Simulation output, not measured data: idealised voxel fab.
Process module, titled voxel plated lines
Square cells of 5 nm make up the cross-section cut, whose width is 180 nm.
Think of the cross-section as a grid of square cells. We describe it in bands, top to bottom, and each band covers one or more rows of those cells. First you get the band's top height and its bottom height, in nm, and then the materials it's made of, left to right, with each width in nm. If you see a single material with "all across", that one covers the band edge to edge. "empty" is empty space. Below 0: as-received wafer, all one material; heights counted from there. Lowest band: no bottom, goes on down, written "0 -> down". It should be noted that a width expressed as "30..40" varies in equal increments from row to row of cells within the band, taking the value of the first number at the top row and that of the second number at the bottom row. Any step labelled "changes: none" changed none of the cells in the cross-section. Voids not open to the top, 8 cells minimum: see "Unvented voids". Written width x height at distance; distance is from the left edge; nm. The remark found on a step's line after its settings is issued by the simulator itself and pertains to that step. The "overlay nm" setting may appear on a step's line; for a step that uses a mask, it gives how far to the right of its planned position the mask lay, and a negative value indicates the left.
Process steps foreseen in the plan
1: RECEIVE, material Si
2: CONFORMAL_DEP, material Al2O3, thk nm 15
3: DIRECTIONAL_DEP, material TiN, thk nm 5
4: PATTERN, tone open, mask id LINES, material resist, width nm 15, pitch nm 35, thk nm 25, overlay nm 0
5: EPI, material Ru, thk nm 10
6: EPI, material Ru, thk nm 10
7: STRIP, etch materials resist
8: DIRECTIONAL_ETCH, etch materials TiN, depth nm 5
9: CONFORMAL_DEP, material SiO2, thk nm 10
Wafer cross-section on receipt, i.e. after step 1
- 0 -> down  Si all across
- Unvented voids: none
Post-module cross-section of the first of two wafers (run per plan)
- 50 -> 40  empty (55), then SiO2 (70), then empty (55)
- 40 -> 25  empty (55), then SiO2 (10), then Ru (15), then SiO2 (20), then Ru (15), then SiO2 (10), then empty (55)
- 25 -> 20  SiO2 (65), then Ru (15), then SiO2 (20), then Ru (15), then SiO2 (65)
- 20 -> 15  SiO2 (65), then TiN (15), then SiO2 (20), then TiN (15), then SiO2 (65)
- 15 -> 0  Al2O3 all across
- 0 -> down  Si all across
- Unvented voids: none
Second of two wafers, module complete, sectioned: it shares the first wafer's start and plan but was run with one mistake
- 50 -> 40  empty (50), then SiO2 (70), then empty (60)
- 40 -> 25  empty (50), then SiO2 (10), then Ru (15), then SiO2 (20), then Ru (15), then SiO2 (10), then empty (60)
- 25 -> 20  SiO2 (60), then Ru (15), then SiO2 (20), then Ru (15), then SiO2 (70)
- 20 -> 15  SiO2 (60), then TiN (15), then SiO2 (20), then TiN (15), then SiO2 (70)
- 15 -> 0  Al2O3 all across
- 0 -> down  Si all across
- Unvented voids: none
Which mistake was made when the wafer was run? in deviation from the planned setting, step 4 was conducted as PATTERN, tone open, mask id LINES, material resist, width nm 15, pitch nm 35, thk nm 25, overlay nm -5
End check, second vs first wafer: material counts in cells match, positions do not.
